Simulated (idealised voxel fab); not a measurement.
The following process module bears the name voxel ribs on slabs.
Displayed cross-section: cut, width of 240 nm, square cells sized 5 nm.
For the purposes of this document, a cross-section shall be understood as a grid of square cells, specified as bands listed in top-to-bottom order, each band consisting of one or more rows of cells.
Band entry format. Leading values: height of top, height of bottom, nm. Remainder: materials in left-to-right order, each with its width in nm. Special words: "everywhere" on a single material, which then fills the band edge to edge; "empty", empty space.
Counting heights begins at 0, where everything beneath is, in the wafer as received, one material. The lowest band has no bottom; it goes on downwards, as "0 and below" shows.
The notation "30 to 40" denotes a width that varies across the rows of cells in the band, beginning at the first number in the top row, finishing at the second number in the bottom row, and changing by an identical amount from each row to the next.
"nothing changed" after a step means that no cell of the cross-section changed.
For the entry "Trapped void list", the listed items are empty spaces with no open way to the top whose size is 8 cells or more; each item follows the pattern width x height at distance, where distance is from the left edge and all three are in nm.
Where a step's line continues beyond its settings, the continuation is a remark by the simulator itself on that step.
When a step includes a mask, the "overlay nm" setting on its line states how far to the right of its planned place that mask lay, and negative values state how far to the left.

Listed below are the process steps as planned:
1: RECEIVE [material Si]
2: DIRECTIONAL_DEP [material SiO2] [thk nm 30]
3: DIRECTIONAL_DEP [material SiN] [thk nm 25]
4: DIRECTIONAL_DEP [material aC] [thk nm 10]
5: PATTERN [tone cover] [mask id RIB] [material resist] [width nm 15] [thk nm 25] [overlay nm 0]
6: DIRECTIONAL_ETCH [etch materials aC] [depth nm 10]
7: STRIP [etch materials resist]
8: DIRECTIONAL_ETCH [etch materials SiN] [depth nm 15]
9: STRIP [etch materials aC]
10: DIRECTIONAL_DEP [material aC] [thk nm 15]
11: PATTERN [tone cover] [mask id SLAB] [material resist] [width nm 45] [thk nm 35] [overlay nm 0]
12: DIRECTIONAL_ETCH [etch materials aC] [depth nm 15]
13: STRIP [etch materials resist]
14: DIRECTIONAL_ETCH [etch materials SiN] [depth nm 10]
15: STRIP [etch materials aC]
16: FILL_DEP [material SiO2] [thk nm 20]
17: CMP [height nm 65]
18: DIRECTIONAL_DEP [material W] [thk nm 10]
19: DIRECTIONAL_DEP [material aC] [thk nm 15]
20: PATTERN [tone cover] [mask id HEATER] [material resist] [width nm 25] [thk nm 30] [overlay nm 0]
21: DIRECTIONAL_ETCH [etch materials aC] [depth nm 15]
22: STRIP [etch materials resist]
23: DIRECTIONAL_ETCH [etch materials W] [depth nm 10]
24: STRIP [etch materials aC]
25: CONFORMAL_DEP [material SiN] [thk nm 5]

As received (post step 1): cross-section:
- 0 and below  Si everywhere
- Trapped void list: none

Figure: cross-sectional view of the wafer upon completion of the module, processed from the initial state and according to the plan depicted above, with one error introduced during execution:
- 75 down to 65  empty 105, W 25, empty 110
- 65 down to 55  SiO2 everywhere
- 55 down to 40  SiO2 110, SiN 15, SiO2 115
- 40 down to 30  SiO2 95, SiN 45, SiO2 100
- 30 down to 0  SiO2 everywhere
- 0 and below  Si everywhere
- Trapped void list: none
Here's what went sideways: execution of step 25 of the plan did not take place, the step having been omitted
